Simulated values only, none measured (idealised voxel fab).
The name of this process module is voxel released beams.
The cross-section shown here is cut; it is 165 nm wide and divided into square cells measuring 5 nm on a side.
Heads up, the way a cross-section reads in here is a grid of square cells, handed over as bands from the top down, with every band being one or more rows of cells.
Band: top and bottom heights (nm) first, top before bottom; then materials from left to right, widths in nm. "everywhere" marks a sole material filling the band edge to edge. "empty" denotes empty space.
Where do heights start? At 0: under that level the wafer as delivered is made of one material only. And the lowest band has no floor; it just carries on downward, as in "0 and below".
A two-number width, for instance "30->40", indicates that the width is equal to the first number in the top row of the band and to the second number in the bottom row, and that it changes by a constant amount per row of cells.
Step note "all unchanged" = no cross-section cell changed.
Each empty space that has no open way to the top and spans at least 8 cells appears under "Sealed internal cavities" as width x height at distance, the distance counted from the left edge, all in nm.
Where a step's line continues beyond its settings, the continuation is a remark by the simulator itself on that step.
Among the settings permitted on a step's line is "overlay nm"; applied to a step with a mask, it specifies the extent to which the mask lay to the right of its planned position, whereas a negative figure signifies a position to the left.

## This section lists the process steps that were planned
step 1: RECEIVE [material Si]
step 2: CONFORMAL_DEP [material Al2O3] [thk nm 5]
step 3: DIRECTIONAL_DEP [material SiO2] [thk nm 20]
step 4: PATTERN [tone open] [mask id ANCHOR] [material resist] [width nm 35] [thk nm 15] [overlay nm 0]
step 5: DIRECTIONAL_ETCH [etch materials SiO2] [depth nm 20]
step 6: STRIP [etch materials resist]
step 7: CONFORMAL_DEP [material W] [thk nm 10]
step 8: DIRECTIONAL_DEP [material aC] [thk nm 10]
step 9: PATTERN [tone cover] [mask id BEAM] [material resist] [width nm 120] [thk nm 30] [overlay nm 0]
step 10: DIRECTIONAL_ETCH [etch materials aC] [depth nm 10]
step 11: STRIP [etch materials resist]
step 12: DIRECTIONAL_ETCH [etch materials W] [depth nm 10]
step 13: STRIP [etch materials aC]
step 14: STRIP [etch materials SiO2]

## So, the first of our two wafers, run just as we planned it

## Wafer at receipt (post step 1), cross-section
	0 and below  Si everywhere
	Sealed internal cavities: none

## The wafer, seen in cross-section, after step 2
	5 down to 0  Al2O3 everywhere
	For the remainder of the cross-section, below 0, there is no change.

## The wafer, seen in cross-section, after step 3
	25 down to 5  SiO2 everywhere
	For the remainder of the cross-section, below 5, there is no change.

## The wafer, seen in cross-section, after step 4
	40 down to 25  resist 25 nm | empty 35 nm | resist 105 nm
	For the remainder of the cross-section, below 25, there is no change.

## The wafer, seen in cross-section, after step 5
	40 down to 25  resist 25 nm | empty 35 nm | resist 105 nm
	25 down to 5  SiO2 25 nm | empty 35 nm | SiO2 105 nm
	For the remainder of the cross-section, below 5, there is no change.

## The wafer, seen in cross-section, after step 6
	25 down to 5  SiO2 25 nm | empty 35 nm | SiO2 105 nm
	For the remainder of the cross-section, below 5, there is no change.

## The wafer, seen in cross-section, after step 7
	35 down to 25  W 35 nm | empty 15 nm | W 115 nm
	25 down to 15  SiO2 25 nm | W 10 nm | empty 15 nm | W 10 nm | SiO2 105 nm
	15 down to 5  SiO2 25 nm | W 35 nm | SiO2 105 nm
	For the remainder of the cross-section, below 5, there is no change.

## The wafer, seen in cross-section, after step 8
	45 down to 35  aC 35 nm | empty 15 nm | aC 115 nm
	35 down to 25  W 35 nm | empty 15 nm | W 115 nm
	25 down to 15  SiO2 25 nm | W 10 nm | aC 15 nm | W 10 nm | SiO2 105 nm
	For the remainder of the cross-section, below 15, there is no change.

## The wafer, seen in cross-section, after step 9
	75 down to 45  empty 20 nm | resist 120 nm | empty 25 nm
	45 down to 35  aC 35 nm | resist 15 nm | aC 115 nm
	35 down to 25  W 35 nm | resist 15 nm | W 115 nm
	For the remainder of the cross-section, below 25, there is no change.

## The wafer, seen in cross-section, after step 10
	65 down to 45  empty 20 nm | resist 120 nm | empty 25 nm
	45 down to 35  empty 20 nm | aC 15 nm | resist 15 nm | aC 90 nm | empty 25 nm
	For the remainder of the cross-section, below 35, there is no change.

## The wafer, seen in cross-section, after step 11
	45 down to 35  empty 20 nm | aC 15 nm | empty 15 nm | aC 90 nm | empty 25 nm
	35 down to 25  W 35 nm | empty 15 nm | W 115 nm
	For the remainder of the cross-section, below 25, there is no change.

## The wafer, seen in cross-section, after step 12
	45 down to 35  empty 20 nm | aC 15 nm | empty 15 nm | aC 90 nm | empty 25 nm
	35 down to 25  empty 20 nm | W 15 nm | empty 15 nm | W 90 nm | empty 25 nm
	For the remainder of the cross-section, below 25, there is no change.

## The wafer, seen in cross-section, after step 13
	35 down to 25  empty 20 nm | W 15 nm | empty 15 nm | W 90 nm | empty 25 nm
	25 down to 15  SiO2 25 nm | W 10 nm | empty 15 nm | W 10 nm | SiO2 105 nm
	For the remainder of the cross-section, below 15, there is no change.

## The wafer, seen in cross-section, after step 14
	35 down to 25  empty 20 nm | W 15 nm | empty 15 nm | W 90 nm | empty 25 nm
	25 down to 15  empty 25 nm | W 10 nm | empty 15 nm | W 10 nm | empty 105 nm
	15 down to 5  empty 25 nm | W 35 nm | empty 105 nm
	For the remainder of the cross-section, below 5, there is no change.

## The second wafer was prepared from the same starting point and under the same plan as the first; its processing contained one mistake, and it remains indistinguishable from the first wafer up to and including step 7

## Second wafer, section view, time point: scheduled end of step 8
	45 down to 35  Al2O3 35 nm | empty 15 nm | Al2O3 115 nm
	35 down to 25  W 35 nm | empty 15 nm | W 115 nm
	25 down to 15  SiO2 25 nm | W 10 nm | Al2O3 15 nm | W 10 nm | SiO2 105 nm
	For the remainder of the cross-section, below 15, there is no change.

## Second wafer, section view, time point: scheduled end of step 9
	75 down to 45  empty 20 nm | resist 120 nm | empty 25 nm
	45 down to 35  Al2O3 35 nm | resist 15 nm | Al2O3 115 nm
	35 down to 25  W 35 nm | resist 15 nm | W 115 nm
	For the remainder of the cross-section, below 25, there is no change.

## Second wafer, section view, time point: scheduled end of step 10
	65 down to 45  empty 20 nm | resist 120 nm | empty 25 nm
	For the remainder of the cross-section, below 45, there is no change.

## Second wafer, section view, time point: scheduled end of step 11
	45 down to 35  Al2O3 35 nm | empty 15 nm | Al2O3 115 nm
	35 down to 25  W 35 nm | empty 15 nm | W 115 nm
	For the remainder of the cross-section, below 25, there is no change.

Second wafer, section view, time point: scheduled end of step 12: all unchanged

Second wafer, section view, time point: scheduled end of step 13: all unchanged

Second wafer, section view, time point: scheduled end of step 14: all unchanged
Where did the run depart from the plan? step 8: run off-plan, actual operation and settings DIRECTIONAL_DEP [material Al2O3] [thk nm 10]
Cell-count delta at end, second wafer over first, by material: 66 more of Al2O3; 104 more of SiO2; 18 more of W
